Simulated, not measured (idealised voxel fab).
Process module under the name voxel fin reveal
For reference, the cross-section in this document is cut, with width 160 nm and square cells of 5 nm.
Just so we're on the same page, the cross-sections are grids of square cells, and they're listed out in bands top to bottom, each band one or more rows deep. Heads up on the band format: heights come first, top then bottom, in nm. After that it's the materials left to right, each with its width in nm. A single material flagged "everywhere" fills the whole band edge to edge, and "blank" means there's empty space there. It should be noted that heights are counted from 0, beneath which the wafer as supplied is of one material throughout, and that the lowest band possesses no lower boundary but continues downward, as written in "top 0, no bottom". So if you see something like "30 to 40" for the width, read it as the top row of the band sitting at the first number and the bottom row at the second, with every row in between moving by the same amount as the last. What does "nothing different" mean for a step? It means no cell of the cross-section changed in that step. Basically, "Completely enclosed voids" tells you about the enclosed voids: empty spaces with no open way to the top, 8 cells or bigger, each written width x height at distance, where distance is from the left edge, all in nm. Note: text after step settings on the step line = simulator remark on that step. overlay nm: step with mask; distance mask lay right of planned place; negative value = left of planned place.

### Process steps (planned)
step 1: RECEIVE with material Si
step 2: CONFORMAL_DEP with material SiN, thk nm 5
step 3: MASKED_ETCH with tone cover, mask id FINS, width nm 15, pitch nm 45, etch materials SiN, depth nm 5, overlay nm 0
step 4: MASKED_ETCH with tone cover, mask id FINS, width nm 15, pitch nm 45, etch materials Si, depth nm 30, overlay nm 0
step 5: OXIDIZE with depth nm 5
step 6: FILL_DEP with material SiO2, thk nm 10
step 7: CMP with height nm 5
step 8: SELECTIVE_ETCH with etch materials SiO2, depth nm 25
step 9: STRIP with etch materials SiN
step 10: CONFORMAL_DEP with material SiO2, thk nm 5

### Cross-section of the wafer as it came to us, i.e., already through step 1
* top 0, no bottom | Si everywhere
* Completely enclosed voids: none

### One mistake in running the module, otherwise start and plan as above: cross-section at the end
* top 5, bottom 0 | blank=45 / SiO2=25 / blank=20 / SiO2=25 / blank=45
* top 0, bottom -25 | blank=45 / SiO2=10 / Si=5 / SiO2=10 / blank=20 / SiO2=10 / Si=5 / SiO2=10 / blank=45
* top -25, bottom -35 | SiO2=55 / Si=5 / SiO2=40 / Si=5 / SiO2=55
* top -35, no bottom | Si everywhere
* Completely enclosed voids: none
Processing error: step 6 was not run as planned; what actually ran was FILL_DEP with material SiN, thk nm 10
